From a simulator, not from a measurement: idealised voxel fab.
process module | voxel transistor to metal
cross-section cut | 295 nm wide | cells 5 nm
A cross-section is a grid of square cells, given in bands from the top down. A band is one or more rows of cells.
Each band's line starts with the height of the band's top and of its bottom, in nm. Then come its materials from left to right, each with its width in nm. One material with "throughout" fills the band from edge to edge. "air" is empty space.
Height 0 is the level under which the wafer as received is all one material. The lowest band goes on downwards, as in "0 down".
A width such as "30 to 40" changes by the same amount from each row of cells to the next, from the band's top row to its bottom row.
"no change" after a step means that no cell of the cross-section changed.
closed voids: empty space of 8 cells or more with no open way to the top, each as width x height at its distance from the left edge, in nm
after a step's settings: what the simulator itself notes on the step
overlay nm, on a step with a mask: how far to the right of its planned place the mask lay; to the left if negative
plan
1 op RECEIVE | material Si
2 op CONFORMAL_DEP | material SiO2 | thk nm 5
3 op CONFORMAL_DEP | material SiN | thk nm 10
4 op DIRECTIONAL_DEP | material aC | thk nm 10
5 op PATTERN | tone cover | mask id ACTIVE | material resist | width nm 95 | pitch nm 120 | thk nm 25 | overlay nm 0
6 op DIRECTIONAL_ETCH | etch materials aC | depth nm 10
7 op STRIP | etch materials resist
8 op DIRECTIONAL_ETCH | etch materials SiN | depth nm 10
9 op DIRECTIONAL_ETCH | etch materials SiO2 | depth nm 5
10 op DIRECTIONAL_ETCH | etch materials Si | depth nm 30
11 op STRIP | etch materials aC
12 op FILL_DEP | material SiO2 | thk nm 10
13 op CMP | height nm 15
14 op SELECTIVE_ETCH | etch materials SiO2 | depth nm 5
15 op STRIP | etch materials SiN
16 op SELECTIVE_ETCH | etch materials SiO2 | depth nm 5
17 op OXIDIZE | depth nm 5
18 op DIRECTIONAL_DEP | material polySi | thk nm 20
19 op DIRECTIONAL_DEP | material SiCN | thk nm 10
20 op MASKED_ETCH | tone cover | mask id GATE | width nm 25 | pitch nm 120 | etch materials SiCN | depth nm 20 | overlay nm 0
21 op MASKED_ETCH | tone cover | mask id GATE | width nm 25 | pitch nm 120 | etch materials polySi | depth nm 30 | overlay nm 0
22 op CONFORMAL_DEP | material SiO2 | thk nm 5
23 op DIRECTIONAL_ETCH | etch materials SiO2 | depth nm 5
24 op CONFORMAL_DEP | material SiN | thk nm 5
25 op DIRECTIONAL_ETCH | etch materials SiN | depth nm 5
26 op DIRECTIONAL_ETCH | etch materials SiO2 | depth nm 5
27 op DIRECTIONAL_ETCH | etch materials Si | depth nm 15
28 op EPI | material nSi | thk nm 15
29 op FILL_DEP | material SiO2 | thk nm 10
30 op CMP | height nm 20
31 op STRIP | etch materials polySi
32 op SELECTIVE_ETCH | etch materials SiO2 | depth nm 5
33 op CONFORMAL_DEP | material HfO2 | thk nm 5
34 op CONFORMAL_DEP | material TiN | thk nm 5
35 op FILL_DEP | material W | thk nm 5
36 op CMP | height nm 15
37 op DIRECTIONAL_DEP | material SiO2 | thk nm 10
38 op MASKED_ETCH | tone open | mask id CONTACT | width nm 15 | etch materials SiO2 | depth nm 15 | overlay nm 0
39 op CONFORMAL_DEP | material TiN | thk nm 5
40 op FILL_DEP | material Ru | thk nm 10
41 op CMP | height nm 25
42 op DIRECTIONAL_DEP | material TiN | thk nm 5
43 op DIRECTIONAL_DEP | material Ru | thk nm 20
44 op DIRECTIONAL_DEP | material aC | thk nm 10
45 op PATTERN | tone cover | mask id METAL_1 | material resist | width nm 15 | thk nm 30 | overlay nm 0
46 op DIRECTIONAL_ETCH | etch materials aC | depth nm 10
47 op STRIP | etch materials resist
48 op DIRECTIONAL_ETCH | etch materials Ru | depth nm 20
49 op DIRECTIONAL_ETCH | etch materials TiN | depth nm 5
50 op STRIP | etch materials aC
51 op CONFORMAL_DEP | material SiCN | thk nm 5
52 op FILL_DEP | material SiO2 | thk nm 10
53 op CMP | height nm 50
54 op CONFORMAL_DEP | material SiCN | thk nm 5
as received, after step 1
  0 down: Si throughout
  closed voids: none
first wafer at the end, as planned
  55 to 50: SiCN throughout
  50 to 30: SiO2 40 | SiCN 5 | Ru 15 | SiCN 5 | SiO2 45 | SiCN 5 | Ru 15 | SiCN 5 | SiO2 25 | SiCN 5 | Ru 15 | SiCN 5 | SiO2 45 | SiCN 5 | Ru 15 | SiCN 5 | SiO2 40
  30 to 25: SiCN 45 | TiN 15 | SiCN 55 | TiN 15 | SiCN 35 | TiN 15 | SiCN 55 | TiN 15 | SiCN 45
  25 to 15: SiO2 45 | TiN 5 | Ru 5 | TiN 5 | SiO2 55 | TiN 5 | Ru 5 | TiN 5 | SiO2 35 | TiN 5 | Ru 5 | TiN 5 | SiO2 55 | TiN 5 | Ru 5 | TiN 5 | SiO2 45
  15 to 10: SiO2 45 | TiN 15 | SiO2 5 | SiN 5 | HfO2 5 | TiN 5 | W 15 | TiN 5 | HfO2 5 | SiN 5 | SiO2 5 | TiN 15 | SiO2 35 | TiN 15 | SiO2 5 | SiN 5 | HfO2 5 | TiN 5 | W 15 | TiN 5 | HfO2 5 | SiN 5 | SiO2 5 | TiN 15 | SiO2 45
  10 to 5: SiO2 40 | nSi 25 | SiN 5 | HfO2 5 | TiN 5 | W 15 | TiN 5 | HfO2 5 | SiN 5 | nSi 25 | SiO2 25 | nSi 25 | SiN 5 | HfO2 5 | TiN 5 | W 15 | TiN 5 | HfO2 5 | SiN 5 | nSi 25 | SiO2 40
  5 to 0: SiO2 40 | SiN 5 | nSi 20 | SiN 5 | HfO2 5 | TiN 25 | HfO2 5 | SiN 5 | nSi 20 | SiN 5 | SiO2 25 | SiN 5 | nSi 20 | SiN 5 | HfO2 5 | TiN 25 | HfO2 5 | SiN 5 | nSi 20 | SiN 5 | SiO2 40
  0 to -5: SiO2 45 | nSi 20 | SiO2 5 | HfO2 35 | SiO2 5 | nSi 20 | SiO2 35 | nSi 20 | SiO2 5 | HfO2 35 | SiO2 5 | nSi 20 | SiO2 45
  -5 to -20: SiO2 40 | Si 5 | nSi 20 | Si 45 | nSi 20 | Si 5 | SiO2 25 | Si 5 | nSi 20 | Si 45 | nSi 20 | Si 5 | SiO2 40
  -20 to -30: SiO2 40 | Si 95 | SiO2 25 | Si 95 | SiO2 40
  -30 down: Si throughout
  closed voids: none
second wafer at the end: like start, like plan, one mistake
  55 to 50: SiCN throughout
  50 to 30: SiO2 40 | SiCN 5 | Ru 15 | SiCN 5 | SiO2 45 | SiCN 5 | Ru 15 | SiCN 5 | SiO2 25 | SiCN 5 | Ru 15 | SiCN 5 | SiO2 45 | SiCN 5 | Ru 15 | SiCN 5 | SiO2 40
  30 to 25: SiCN 45 | TiN 15 | SiCN 55 | TiN 15 | SiCN 35 | TiN 15 | SiCN 55 | TiN 15 | SiCN 45
  25 to 15: SiO2 45 | TiN 5 | Ru 5 | TiN 5 | SiO2 55 | TiN 5 | Ru 5 | TiN 5 | SiO2 35 | TiN 5 | Ru 5 | TiN 5 | SiO2 55 | TiN 5 | Ru 5 | TiN 5 | SiO2 45
  15 to 10: SiO2 45 | TiN 15 | SiO2 5 | SiN 5 | HfO2 5 | TiN 5 | W 15 | TiN 5 | HfO2 5 | SiN 5 | SiO2 5 | TiN 15 | SiO2 35 | TiN 15 | SiO2 5 | SiN 5 | HfO2 5 | TiN 5 | W 15 | TiN 5 | HfO2 5 | SiN 5 | SiO2 5 | TiN 15 | SiO2 45
  10 to 5: SiO2 40 | nSi 25 | SiN 5 | HfO2 5 | TiN 5 | W 15 | TiN 5 | HfO2 5 | SiN 5 | nSi 25 | SiO2 25 | nSi 25 | SiN 5 | HfO2 5 | TiN 5 | W 15 | TiN 5 | HfO2 5 | SiN 5 | nSi 25 | SiO2 40
  5 to 0: SiO2 40 | SiN 5 | nSi 20 | SiN 5 | HfO2 5 | TiN 25 | HfO2 5 | SiN 5 | nSi 20 | SiN 5 | SiO2 25 | SiN 5 | nSi 20 | SiN 5 | HfO2 5 | TiN 25 | HfO2 5 | SiN 5 | nSi 20 | SiN 5 | SiO2 40
  0 to -5: SiO2 45 | nSi 20 | SiO2 5 | HfO2 35 | SiO2 5 | nSi 20 | SiO2 35 | nSi 20 | SiO2 5 | HfO2 35 | SiO2 5 | nSi 20 | SiO2 45
  -5 to -30: SiO2 40 | Si 5 | nSi 20 | Si 45 | nSi 20 | Si 5 | SiO2 25 | Si 5 | nSi 20 | Si 45 | nSi 20 | Si 5 | SiO2 40
  -30 to -35: Si 45 | nSi 20 | Si 45 | nSi 20 | Si 35 | nSi 20 | Si 45 | nSi 20 | Si 45
  -35 down: Si throughout
  closed voids: none
what went wrong: step 27 was run twice
at the end the second wafer has, in cells: 48 fewer of Si | 48 more of nSi
